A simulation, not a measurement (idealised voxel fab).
process module | voxel ribs on slabs
cross-section cut | 145 nm wide | cells 5 nm
A cross-section is a grid of square cells, given in bands from the top down. A band is one or more rows of cells.
Each band's line starts with the height of the band's top and of its bottom, in nm. Then come its materials from left to right, each with its width in nm. One material with "throughout" fills the band from edge to edge. "air" is empty space.
Height 0 is the level under which the wafer as received is all one material. The lowest band goes on downwards, as in "0 down".
A width such as "30 to 40" changes by the same amount from each row of cells to the next, from the band's top row to its bottom row.
"no change" after a step means that no cell of the cross-section changed.
closed voids: empty space of 8 cells or more with no open way to the top, each as width x height at its distance from the left edge, in nm
after a step's settings: what the simulator itself notes on the step
overlay nm, on a step with a mask: how far to the right of its planned place the mask lay; to the left if negative
plan
1 op RECEIVE | material Si
2 op DIRECTIONAL_DEP | material SiO2 | thk nm 25
3 op DIRECTIONAL_DEP | material polySi | thk nm 15
4 op DIRECTIONAL_DEP | material aC | thk nm 10
5 op PATTERN | tone cover | mask id RIB | material resist | width nm 15 | thk nm 30 | overlay nm 0
6 op DIRECTIONAL_ETCH | etch materials aC | depth nm 10
7 op STRIP | etch materials resist
8 op DIRECTIONAL_ETCH | etch materials polySi | depth nm 10
9 op STRIP | etch materials aC
10 op MASKED_ETCH | tone cover | mask id SLAB | width nm 55 | etch materials polySi | depth nm 5 | overlay nm 0
11 op FILL_DEP | material SiO2 | thk nm 25
12 op CMP | height nm 55
13 op DIRECTIONAL_DEP | material TiN | thk nm 10
14 op PATTERN | tone cover | mask id HEATER | material resist | width nm 25 | thk nm 20 | overlay nm 0
15 op DIRECTIONAL_ETCH | etch materials TiN | depth nm 10
16 op STRIP | etch materials resist
17 op CONFORMAL_DEP | material SiO2 | thk nm 5
as received, after step 1
  0 down: Si throughout
  closed voids: none
a wafer at the end: this start, this plan, one mistake
  70 to 65: air 55 | SiO2 35 | air 55
  65 to 60: air 55 | SiO2 5 | TiN 25 | SiO2 5 | air 55
  60 to 55: SiO2 60 | TiN 25 | SiO2 60
  55 to 40: SiO2 throughout
  40 to 35: SiO2 45 | polySi 55 | SiO2 45
  35 to 25: aC throughout
  25 to 0: SiO2 throughout
  0 down: Si throughout
  closed voids: none
what went wrong: steps 3 and 4 were swapped
